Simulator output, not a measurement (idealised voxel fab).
Title: Process Module voxel gate over fins
FYI the section here is cut, 245 nm wide, cells are 5 nm squares.
For the purposes of this document, a cross-section shall be understood as a grid of square cells, specified as bands listed in top-to-bottom order, each band consisting of one or more rows of cells. Basically the band line says how high the top is and how high the bottom is, in nm, and then what's in it from left to right, every material with its width in nm. Empty space shows up as "empty", and if a single material carries "all across" it runs the full band edge to edge. Measure heights from 0. That's the level where, below it, the as-received wafer is all one material. The lowest band is bottomless and extends downward; write it as in "0 nm and below". It should be noted that a width expressed as "30 to 40" varies in equal increments from row to row of cells within the band, taking the value of the first number at the top row and that of the second number at the bottom row. For the purposes of this document, the phrase "nothing altered" attached to a step denotes that no cell within the cross-section was modified by that step. Basically, "Closed empty spaces" tells you about the enclosed voids: empty spaces with no open way to the top, 8 cells or bigger, each written width x height at distance, where distance is from the left edge, all in nm. Heads up: the bit after the settings on a step's line is the simulator's remark on that step. overlay nm: how far to the right of its planned place the mask lay on this masked step (negative: to the left). So the way this works: pairs, before and after one process step. The after picture only goes down to the lowest band that actually changed, nothing below. Step and its settings are under each pair. And watch out, pairs might come from different runs of this module, same starting wafer though, so a pair only follows on from the one above if its "State on entry" entry tells you so.
State on entry
	20 nm to 10 nm  aC 90 | empty 15 | aC 30 | empty 15 | aC 95
	10 nm to 0 nm  SiN all across
	0 nm and below  Si all across
	Closed empty spaces: none
Section, Post-Step
	20 nm to 10 nm  aC 90 | empty 15 | aC 30 | empty 15 | aC 95
	10 nm to 0 nm  SiN 90 | empty 15 | SiN 30 | empty 15 | SiN 95
	Below 0, no change.
	Closed empty spaces: none
Process step bridging the above cross-sections: DIRECTIONAL_ETCH with etch materials SiN, depth nm 10
State on entry: the after view from the pair directly above serves as the before view here.
Section, Post-Step
	20 nm to 10 nm  aC 90 | empty 15 | aC 30 | empty 15 | aC 95
	10 nm to 0 nm  SiN 90 | empty 15 | SiN 30 | empty 15 | SiN 95
	0 nm to -30 nm  Si 90 | empty 15 | Si 30 | empty 15 | Si 95
	Below -30, no change.
	Closed empty spaces: none
Process step bridging the above cross-sections: DIRECTIONAL_ETCH with etch materials Si, depth nm 30
State on entry: the after view from the pair directly above serves as the before view here.
Section, Post-Step
	10 nm to 0 nm  SiN 90 | empty 15 | SiN 30 | empty 15 | SiN 95
	Below 0, no change.
	Closed empty spaces: none
Process step bridging the above cross-sections: STRIP with etch materials aC
State on entry: the after view from the pair directly above serves as the before view here.
Section, Post-Step
	20 nm to 10 nm  SiO2 all across
	10 nm to 0 nm  SiN 90 | SiO2 15 | SiN 30 | SiO2 15 | SiN 95
	0 nm to -30 nm  Si 90 | SiO2 15 | Si 30 | SiO2 15 | Si 95
	Below -30, no change.
	Closed empty spaces: none
Process step bridging the above cross-sections: FILL_DEP with material SiO2, thk nm 10
State on entry: the after view from the pair directly above serves as the before view here.
Section, Post-Step
	10 nm to 0 nm  SiN 90 | SiO2 15 | SiN 30 | SiO2 15 | SiN 95
	Below 0, no change.
	Closed empty spaces: none
Process step bridging the above cross-sections: CMP with height nm 10
State on entry: the after view from the pair directly above serves as the before view here.
Section, Post-Step
	10 nm to 0 nm  SiN 90 | empty 15 | SiN 30 | empty 15 | SiN 95
	0 nm to -10 nm  Si 90 | empty 15 | Si 30 | empty 15 | Si 95
	Below -10, no change.
	Closed empty spaces: none
Process step bridging the above cross-sections: SELECTIVE_ETCH with etch materials SiO2, depth nm 20
State on entry: the after view from the pair directly above serves as the before view here.
Section, Post-Step
	0 nm to -10 nm  Si 90 | empty 15 | Si 30 | empty 15 | Si 95
	Below -10, no change.
	Closed empty spaces: none
Process step bridging the above cross-sections: STRIP with etch materials SiN
State on entry: the after view from the pair directly above serves as the before view here.
Section, Post-Step
	5 nm to 0 nm  HfO2 95 | empty 5 | HfO2 40 | empty 5 | HfO2 100
	0 nm to -5 nm  Si 90 | HfO2 5 | empty 5 | HfO2 5 | Si 30 | HfO2 5 | empty 5 | HfO2 5 | Si 95
	-5 nm to -10 nm  Si 90 | HfO2 15 | Si 30 | HfO2 15 | Si 95
	Below -10, no change.
	Closed empty spaces: none
Process step bridging the above cross-sections: CONFORMAL_DEP with material HfO2, thk nm 5
State on entry: the after view from the pair directly above serves as the before view here.
Section, Post-Step
	10 nm to 5 nm  TiN all across
	5 nm to 0 nm  HfO2 95 | TiN 5 | HfO2 40 | TiN 5 | HfO2 100
	0 nm to -5 nm  Si 90 | HfO2 5 | TiN 5 | HfO2 5 | Si 30 | HfO2 5 | TiN 5 | HfO2 5 | Si 95
	Below -5, no change.
	Closed empty spaces: none
Process step bridging the above cross-sections: CONFORMAL_DEP with material TiN, thk nm 5
State on entry: the after view from the pair directly above serves as the before view here.
Section, Post-Step
	20 nm to 10 nm  W all across
	Below 10, no change.
	Closed empty spaces: none
Process step bridging the above cross-sections: FILL_DEP with material W, thk nm 10
State on entry: the after view from the pair directly above serves as the before view here.
Section, Post-Step
	15 nm to 10 nm  W all across
	Below 10, no change.
	Closed empty spaces: none
Process step bridging the above cross-sections: CMP with height nm 15
State on entry: the after view from the pair directly above serves as the before view here.
Section, Post-Step
	20 nm to 15 nm  SiCN all across
	Below 15, no change.
	Closed empty spaces: none
Process step bridging the above cross-sections: CONFORMAL_DEP with material SiCN, thk nm 5
